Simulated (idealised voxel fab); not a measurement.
This is a process module. Its name is voxel capacitor over wiring.
Each square cell in cross-section cut measures 5 nm, and the section as a whole is 240 nm wide.
Format of a cross-section: grid, square cells. Given as bands. Order: top down. Band: one or more rows of cells.
It is stipulated that each band's entry specify, in nanometres, the height of the top of the band and then that of its bottom, followed by the materials of the band in left-to-right sequence, each together with its width in nanometres. A single material marked by the word "edge to edge" is understood to fill the band from edge to edge; the word "air" is understood to denote empty space.
Heights from 0 (as-received wafer is one material below). Bottom band endless downward, as "top 0, no bottom".
Width spec "30->40" -> top row of cells at first value, bottom row at second value, equal per-row change in between.
It should be understood that the words "left unchanged", when stated for a given step, signify that the cross-section underwent no change in any of its cells during that step.
Closed empty spaces (no open way to the top) of 8 cells or more are what "Enclosed empty spaces" lists, each as width x height at distance from the left edge, nm for all three.
after a step's settings: what the simulator itself notes on the step
The setting "overlay nm" may be written on the line of a step. When the step uses a mask, the value reports how far to the right of the planned place the mask lay, and a negative value reports that it lay to the left.
Process steps foreseen in the plan:
1: RECEIVE: material Si
2: CONFORMAL_DEP: material SiO2, thk nm 10
3: CONFORMAL_DEP: material SiCN, thk nm 5
4: DIRECTIONAL_DEP: material SiO2, thk nm 15
5: DIRECTIONAL_DEP: material aC, thk nm 10
6: PATTERN: tone open, mask id METAL_1, material resist, width nm 20, pitch nm 80, thk nm 30, overlay nm 0
7: DIRECTIONAL_ETCH: etch materials aC, depth nm 10
8: STRIP: etch materials resist
9: DIRECTIONAL_ETCH: etch materials SiO2, depth nm 15
10: DIRECTIONAL_ETCH: etch materials SiCN, depth nm 5
11: STRIP: etch materials aC
12: CONFORMAL_DEP: material TiN, thk nm 5
13: FILL_DEP: material W, thk nm 10
14: CMP: height nm 30
15: EPI: material Ru, thk nm 5
16: FILL_DEP: material SiCN, thk nm 5
17: DIRECTIONAL_DEP: material lowk, thk nm 15
18: MASKED_ETCH: tone open, mask id PLUG_1, width nm 15, etch materials lowk, depth nm 15, overlay nm 0
19: MASKED_ETCH: tone open, mask id PLUG_1, width nm 15, etch materials SiCN, depth nm 5, overlay nm 0
20: CONFORMAL_DEP: material TiN, thk nm 5
21: FILL_DEP: material Ru, thk nm 5
22: CMP: height nm 55
23: DIRECTIONAL_DEP: material TiN, thk nm 5
24: DIRECTIONAL_DEP: material SiN, thk nm 5
25: DIRECTIONAL_DEP: material TiN, thk nm 5
26: MASKED_ETCH: tone cover, mask id UPPER_PLATE, width nm 65, etch materials TiN, depth nm 5, overlay nm 0
27: MASKED_ETCH: tone cover, mask id UPPER_PLATE, width nm 65, etch materials SiN, depth nm 5, overlay nm 0
28: DIRECTIONAL_DEP: material aC, thk nm 15
29: PATTERN: tone cover, mask id LOWER_PLATE, material resist, width nm 75, thk nm 30, overlay nm 0
30: DIRECTIONAL_ETCH: etch materials aC, depth nm 15
31: STRIP: etch materials resist
32: DIRECTIONAL_ETCH: etch materials TiN, depth nm 5
33: STRIP: etch materials aC
34: FILL_DEP: material SiO2, thk nm 20
35: CMP: height nm 85
36: PATTERN: tone open, mask id PLUG_2, material resist, width nm 15, thk nm 15, overlay nm 0
37: DIRECTIONAL_ETCH: etch materials SiO2, depth nm 15
38: STRIP: etch materials resist
39: CONFORMAL_DEP: material TiN, thk nm 5
40: FILL_DEP: material Cu, thk nm 10
41: CMP: height nm 85
42: CONFORMAL_DEP: material SiCN, thk nm 5
First wafer of two (run as planned):
Incoming wafer, cross-sectional view, post step 1:
    top 0, no bottom = Si edge to edge
    Enclosed empty spaces: none
Cross-section through the wafer, step 2 finished:
    top 10, bottom 0 = SiO2 edge to edge
    Below 0, no change.
Cross-section through the wafer, step 3 finished:
    top 15, bottom 10 = SiCN edge to edge
    Below 10, no change.
Cross-section through the wafer, step 4 finished:
    top 30, bottom 15 = SiO2 edge to edge
    Below 15, no change.
Cross-section through the wafer, step 5 finished:
    top 40, bottom 30 = aC edge to edge
    Below 30, no change.
Cross-section through the wafer, step 6 finished:
    top 70, bottom 40 = 70 nm resist; 20 nm air; 60 nm resist; 20 nm air; 70 nm resist
    Below 40, no change.
Cross-section through the wafer, step 7 finished:
    top 60, bottom 40 = 70 nm resist; 20 nm air; 60 nm resist; 20 nm air; 70 nm resist
    top 40, bottom 30 = 70 nm aC; 20 nm air; 60 nm aC; 20 nm air; 70 nm aC
    Below 30, no change.
Cross-section through the wafer, step 8 finished:
    top 40, bottom 30 = 70 nm aC; 20 nm air; 60 nm aC; 20 nm air; 70 nm aC
    Below 30, no change.
Cross-section through the wafer, step 9 finished:
    top 40, bottom 30 = 70 nm aC; 20 nm air; 60 nm aC; 20 nm air; 70 nm aC
    top 30, bottom 15 = 70 nm SiO2; 20 nm air; 60 nm SiO2; 20 nm air; 70 nm SiO2
    Below 15, no change.
Cross-section through the wafer, step 10 finished:
    top 40, bottom 30 = 70 nm aC; 20 nm air; 60 nm aC; 20 nm air; 70 nm aC
    top 30, bottom 15 = 70 nm SiO2; 20 nm air; 60 nm SiO2; 20 nm air; 70 nm SiO2
    top 15, bottom 10 = 70 nm SiCN; 20 nm air; 60 nm SiCN; 20 nm air; 70 nm SiCN
    Below 10, no change.
Cross-section through the wafer, step 11 finished:
    top 30, bottom 15 = 70 nm SiO2; 20 nm air; 60 nm SiO2; 20 nm air; 70 nm SiO2
    Below 15, no change.
Cross-section through the wafer, step 12 finished:
    top 35, bottom 30 = 75 nm TiN; 10 nm air; 70 nm TiN; 10 nm air; 75 nm TiN
    top 30, bottom 15 = 70 nm SiO2; 5 nm TiN; 10 nm air; 5 nm TiN; 60 nm SiO2; 5 nm TiN; 10 nm air; 5 nm TiN; 70 nm SiO2
    top 15, bottom 10 = 70 nm SiCN; 20 nm TiN; 60 nm SiCN; 20 nm TiN; 70 nm SiCN
    Below 10, no change.
Cross-section through the wafer, step 13 finished:
    top 45, bottom 35 = W edge to edge
    top 35, bottom 30 = 75 nm TiN; 10 nm W; 70 nm TiN; 10 nm W; 75 nm TiN
    top 30, bottom 15 = 70 nm SiO2; 5 nm TiN; 10 nm W; 5 nm TiN; 60 nm SiO2; 5 nm TiN; 10 nm W; 5 nm TiN; 70 nm SiO2
    Below 15, no change.
Cross-section through the wafer, step 14 finished:
    top 30, bottom 15 = 70 nm SiO2; 5 nm TiN; 10 nm W; 5 nm TiN; 60 nm SiO2; 5 nm TiN; 10 nm W; 5 nm TiN; 70 nm SiO2
    Below 15, no change.
Cross-section through the wafer, step 15 finished:
    top 35, bottom 30 = 65 nm air; 30 nm Ru; 50 nm air; 30 nm Ru; 65 nm air
    Below 30, no change.
Cross-section through the wafer, step 16 finished:
    top 40, bottom 35 = SiCN edge to edge
    top 35, bottom 30 = 65 nm SiCN; 30 nm Ru; 50 nm SiCN; 30 nm Ru; 65 nm SiCN
    Below 30, no change.
Cross-section through the wafer, step 17 finished:
    top 55, bottom 40 = lowk edge to edge
    Below 40, no change.
Cross-section through the wafer, step 18 finished:
    top 55, bottom 40 = 75 nm lowk; 15 nm air; 150 nm lowk
    Below 40, no change.
Cross-section through the wafer, step 19 finished:
    top 55, bottom 40 = 75 nm lowk; 15 nm air; 150 nm lowk
    top 40, bottom 35 = 75 nm SiCN; 15 nm air; 150 nm SiCN
    Below 35, no change.
Cross-section through the wafer, step 20 finished:
    top 60, bottom 55 = 80 nm TiN; 5 nm air; 155 nm TiN
    top 55, bottom 40 = 75 nm lowk; 5 nm TiN; 5 nm air; 5 nm TiN; 150 nm lowk
    top 40, bottom 35 = 75 nm SiCN; 15 nm TiN; 150 nm SiCN
    Below 35, no change.
Cross-section through the wafer, step 21 finished:
    top 65, bottom 60 = Ru edge to edge
    top 60, bottom 55 = 80 nm TiN; 5 nm Ru; 155 nm TiN
    top 55, bottom 40 = 75 nm lowk; 5 nm TiN; 5 nm Ru; 5 nm TiN; 150 nm lowk
    Below 40, no change.
Cross-section through the wafer, step 22 finished:
    top 55, bottom 40 = 75 nm lowk; 5 nm TiN; 5 nm Ru; 5 nm TiN; 150 nm lowk
    Below 40, no change.
Cross-section through the wafer, step 23 finished:
    top 60, bottom 55 = TiN edge to edge
    Below 55, no change.
Cross-section through the wafer, step 24 finished:
    top 65, bottom 60 = SiN edge to edge
    Below 60, no change.
Cross-section through the wafer, step 25 finished:
    top 70, bottom 65 = TiN edge to edge
    Below 65, no change.
Cross-section through the wafer, step 26 finished:
    top 70, bottom 65 = 75 nm air; 65 nm TiN; 100 nm air
    Below 65, no change.
Cross-section through the wafer, step 27 finished:
    top 70, bottom 65 = 75 nm air; 65 nm TiN; 100 nm air
    top 65, bottom 60 = 75 nm air; 65 nm SiN; 100 nm air
    Below 60, no change.
Cross-section through the wafer, step 28 finished:
    top 85, bottom 75 = 75 nm air; 65 nm aC; 100 nm air
    top 75, bottom 70 = aC edge to edge
    top 70, bottom 65 = 75 nm aC; 65 nm TiN; 100 nm aC
    top 65, bottom 60 = 75 nm aC; 65 nm SiN; 100 nm aC
    Below 60, no change.
Cross-section through the wafer, step 29 finished:
    top 115, bottom 85 = 70 nm air; 75 nm resist; 95 nm air
    top 85, bottom 75 = 70 nm air; 5 nm resist; 65 nm aC; 5 nm resist; 95 nm air
    Below 75, no change.
Cross-section through the wafer, step 30 finished:
    top 100, bottom 85 = 70 nm air; 75 nm resist; 95 nm air
    top 85, bottom 75 = 70 nm air; 5 nm resist; 65 nm aC; 5 nm resist; 95 nm air
    top 75, bottom 70 = 70 nm air; 75 nm aC; 95 nm air
    top 70, bottom 65 = 70 nm air; 5 nm aC; 65 nm TiN; 5 nm aC; 95 nm air
    top 65, bottom 60 = 70 nm air; 5 nm aC; 65 nm SiN; 5 nm aC; 95 nm air
    Below 60, no change.
Cross-section through the wafer, step 31 finished:
    top 85, bottom 75 = 75 nm air; 65 nm aC; 100 nm air
    Below 75, no change.
Cross-section through the wafer, step 32 finished:
    top 85, bottom 75 = 75 nm air; 65 nm aC; 100 nm air
    top 75, bottom 70 = 70 nm air; 75 nm aC; 95 nm air
    top 70, bottom 65 = 70 nm air; 5 nm aC; 65 nm TiN; 5 nm aC; 95 nm air
    top 65, bottom 60 = 70 nm air; 5 nm aC; 65 nm SiN; 5 nm aC; 95 nm air
    top 60, bottom 55 = 70 nm air; 75 nm TiN; 95 nm air
    Below 55, no change.
Cross-section through the wafer, step 33 finished:
    top 70, bottom 65 = 75 nm air; 65 nm TiN; 100 nm air
    top 65, bottom 60 = 75 nm air; 65 nm SiN; 100 nm air
    Below 60, no change.
Cross-section through the wafer, step 34 finished:
    top 90, bottom 70 = SiO2 edge to edge
    top 70, bottom 65 = 75 nm SiO2; 65 nm TiN; 100 nm SiO2
    top 65, bottom 60 = 75 nm SiO2; 65 nm SiN; 100 nm SiO2
    top 60, bottom 55 = 70 nm SiO2; 75 nm TiN; 95 nm SiO2
    Below 55, no change.
Cross-section through the wafer, step 35 finished:
    top 85, bottom 70 = SiO2 edge to edge
    Below 70, no change.
Cross-section through the wafer, step 36 finished:
    top 100, bottom 85 = 85 nm resist; 15 nm air; 140 nm resist
    Below 85, no change.
Cross-section through the wafer, step 37 finished:
    top 100, bottom 85 = 85 nm resist; 15 nm air; 140 nm resist
    top 85, bottom 70 = 85 nm SiO2; 15 nm air; 140 nm SiO2
    Below 70, no change.
Cross-section through the wafer, step 38 finished:
    top 85, bottom 70 = 85 nm SiO2; 15 nm air; 140 nm SiO2
    Below 70, no change.
Cross-section through the wafer, step 39 finished:
    top 90, bottom 85 = 90 nm TiN; 5 nm air; 145 nm TiN
    top 85, bottom 75 = 85 nm SiO2; 5 nm TiN; 5 nm air; 5 nm TiN; 140 nm SiO2
    top 75, bottom 65 = 85->75 nm SiO2; 15->65 nm TiN; 140->100 nm SiO2
    Below 65, no change.
Cross-section through the wafer, step 40 finished:
    top 100, bottom 90 = Cu edge to edge
    top 90, bottom 85 = 90 nm TiN; 5 nm Cu; 145 nm TiN
    top 85, bottom 75 = 85 nm SiO2; 5 nm TiN; 5 nm Cu; 5 nm TiN; 140 nm SiO2
    Below 75, no change.
Cross-section through the wafer, step 41 finished:
    top 85, bottom 75 = 85 nm SiO2; 5 nm TiN; 5 nm Cu; 5 nm TiN; 140 nm SiO2
    Below 75, no change.
Cross-section through the wafer, step 42 finished:
    top 90, bottom 85 = SiCN edge to edge
    Below 85, no change.
Second wafer, same starting conditions and recipe as the first, one mistake in executing it, nothing differs from the first up to and including step 13:
Second wafer, cut view, end of step 14 per plan: left unchanged
Second wafer, cut view, end of step 15 per plan:
    top 50, bottom 45 = Ru edge to edge
    Below 45, no change.
Second wafer, cut view, end of step 16 per plan:
    top 55, bottom 50 = SiCN edge to edge
    Below 50, no change.
Second wafer, cut view, end of step 17 per plan:
    top 70, bottom 55 = lowk edge to edge
    Below 55, no change.
Second wafer, cut view, end of step 18 per plan:
    top 70, bottom 55 = 75 nm lowk; 15 nm air; 150 nm lowk
    Below 55, no change.
Second wafer, cut view, end of step 19 per plan:
    top 70, bottom 55 = 75 nm lowk; 15 nm air; 150 nm lowk
    top 55, bottom 50 = 75 nm SiCN; 15 nm air; 150 nm SiCN
    Below 50, no change.
Second wafer, cut view, end of step 20 per plan:
    top 75, bottom 70 = 80 nm TiN; 5 nm air; 155 nm TiN
    top 70, bottom 55 = 75 nm lowk; 5 nm TiN; 5 nm air; 5 nm TiN; 150 nm lowk
    top 55, bottom 50 = 75 nm SiCN; 15 nm TiN; 150 nm SiCN
    Below 50, no change.
Second wafer, cut view, end of step 21 per plan:
    top 80, bottom 75 = Ru edge to edge
    top 75, bottom 70 = 80 nm TiN; 5 nm Ru; 155 nm TiN
    top 70, bottom 55 = 75 nm lowk; 5 nm TiN; 5 nm Ru; 5 nm TiN; 150 nm lowk
    Below 55, no change.
Second wafer, cut view, end of step 22 per plan:
    top 55, bottom 50 = 75 nm SiCN; 15 nm TiN; 150 nm SiCN
    Below 50, no change.
Second wafer, cut view, end of step 23 per plan:
    top 60, bottom 55 = TiN edge to edge
    Below 55, no change.
Second wafer, cut view, end of step 24 per plan:
    top 65, bottom 60 = SiN edge to edge
    Below 60, no change.
Second wafer, cut view, end of step 25 per plan:
    top 70, bottom 65 = TiN edge to edge
    Below 65, no change.
Second wafer, cut view, end of step 26 per plan:
    top 70, bottom 65 = 75 nm air; 65 nm TiN; 100 nm air
    Below 65, no change.
Second wafer, cut view, end of step 27 per plan:
    top 70, bottom 65 = 75 nm air; 65 nm TiN; 100 nm air
    top 65, bottom 60 = 75 nm air; 65 nm SiN; 100 nm air
    Below 60, no change.
Second wafer, cut view, end of step 28 per plan:
    top 85, bottom 75 = 75 nm air; 65 nm aC; 100 nm air
    top 75, bottom 70 = aC edge to edge
    top 70, bottom 65 = 75 nm aC; 65 nm TiN; 100 nm aC
    top 65, bottom 60 = 75 nm aC; 65 nm SiN; 100 nm aC
    Below 60, no change.
Second wafer, cut view, end of step 29 per plan:
    top 115, bottom 85 = 70 nm air; 75 nm resist; 95 nm air
    top 85, bottom 75 = 70 nm air; 5 nm resist; 65 nm aC; 5 nm resist; 95 nm air
    Below 75, no change.
Second wafer, cut view, end of step 30 per plan:
    top 100, bottom 85 = 70 nm air; 75 nm resist; 95 nm air
    top 85, bottom 75 = 70 nm air; 5 nm resist; 65 nm aC; 5 nm resist; 95 nm air
    top 75, bottom 70 = 70 nm air; 75 nm aC; 95 nm air
    top 70, bottom 65 = 70 nm air; 5 nm aC; 65 nm TiN; 5 nm aC; 95 nm air
    top 65, bottom 60 = 70 nm air; 5 nm aC; 65 nm SiN; 5 nm aC; 95 nm air
    Below 60, no change.
Second wafer, cut view, end of step 31 per plan:
    top 85, bottom 75 = 75 nm air; 65 nm aC; 100 nm air
    Below 75, no change.
Second wafer, cut view, end of step 32 per plan:
    top 85, bottom 75 = 75 nm air; 65 nm aC; 100 nm air
    top 75, bottom 70 = 70 nm air; 75 nm aC; 95 nm air
    top 70, bottom 65 = 70 nm air; 5 nm aC; 65 nm TiN; 5 nm aC; 95 nm air
    top 65, bottom 60 = 70 nm air; 5 nm aC; 65 nm SiN; 5 nm aC; 95 nm air
    top 60, bottom 55 = 70 nm air; 75 nm TiN; 95 nm air
    Below 55, no change.
Second wafer, cut view, end of step 33 per plan:
    top 70, bottom 65 = 75 nm air; 65 nm TiN; 100 nm air
    top 65, bottom 60 = 75 nm air; 65 nm SiN; 100 nm air
    Below 60, no change.
Second wafer, cut view, end of step 34 per plan:
    top 90, bottom 70 = SiO2 edge to edge
    top 70, bottom 65 = 75 nm SiO2; 65 nm TiN; 100 nm SiO2
    top 65, bottom 60 = 75 nm SiO2; 65 nm SiN; 100 nm SiO2
    top 60, bottom 55 = 70 nm SiO2; 75 nm TiN; 95 nm SiO2
    Below 55, no change.
Second wafer, cut view, end of step 35 per plan:
    top 85, bottom 70 = SiO2 edge to edge
    Below 70, no change.
Second wafer, cut view, end of step 36 per plan:
    top 100, bottom 85 = 85 nm resist; 15 nm air; 140 nm resist
    Below 85, no change.
Second wafer, cut view, end of step 37 per plan:
    top 100, bottom 85 = 85 nm resist; 15 nm air; 140 nm resist
    top 85, bottom 70 = 85 nm SiO2; 15 nm air; 140 nm SiO2
    Below 70, no change.
Second wafer, cut view, end of step 38 per plan:
    top 85, bottom 70 = 85 nm SiO2; 15 nm air; 140 nm SiO2
    Below 70, no change.
Second wafer, cut view, end of step 39 per plan:
    top 90, bottom 85 = 90 nm TiN; 5 nm air; 145 nm TiN
    top 85, bottom 75 = 85 nm SiO2; 5 nm TiN; 5 nm air; 5 nm TiN; 140 nm SiO2
    top 75, bottom 65 = 85->75 nm SiO2; 15->65 nm TiN; 140->100 nm SiO2
    Below 65, no change.
Second wafer, cut view, end of step 40 per plan:
    top 100, bottom 90 = Cu edge to edge
    top 90, bottom 85 = 90 nm TiN; 5 nm Cu; 145 nm TiN
    top 85, bottom 75 = 85 nm SiO2; 5 nm TiN; 5 nm Cu; 5 nm TiN; 140 nm SiO2
    Below 75, no change.
Second wafer, cut view, end of step 41 per plan:
    top 85, bottom 75 = 85 nm SiO2; 5 nm TiN; 5 nm Cu; 5 nm TiN; 140 nm SiO2
    Below 75, no change.
Second wafer, cut view, end of step 42 per plan:
    top 90, bottom 85 = SiCN edge to edge
    Below 85, no change.
Here's what went sideways: step 14 of the plan was omitted and not executed
End check, counted in cells, second wafer has more or fewer of these materials than the first: Ru: 33 more, SiCN: 36 fewer, TiN: 38 more, W: 100 more, lowk: 135 fewer
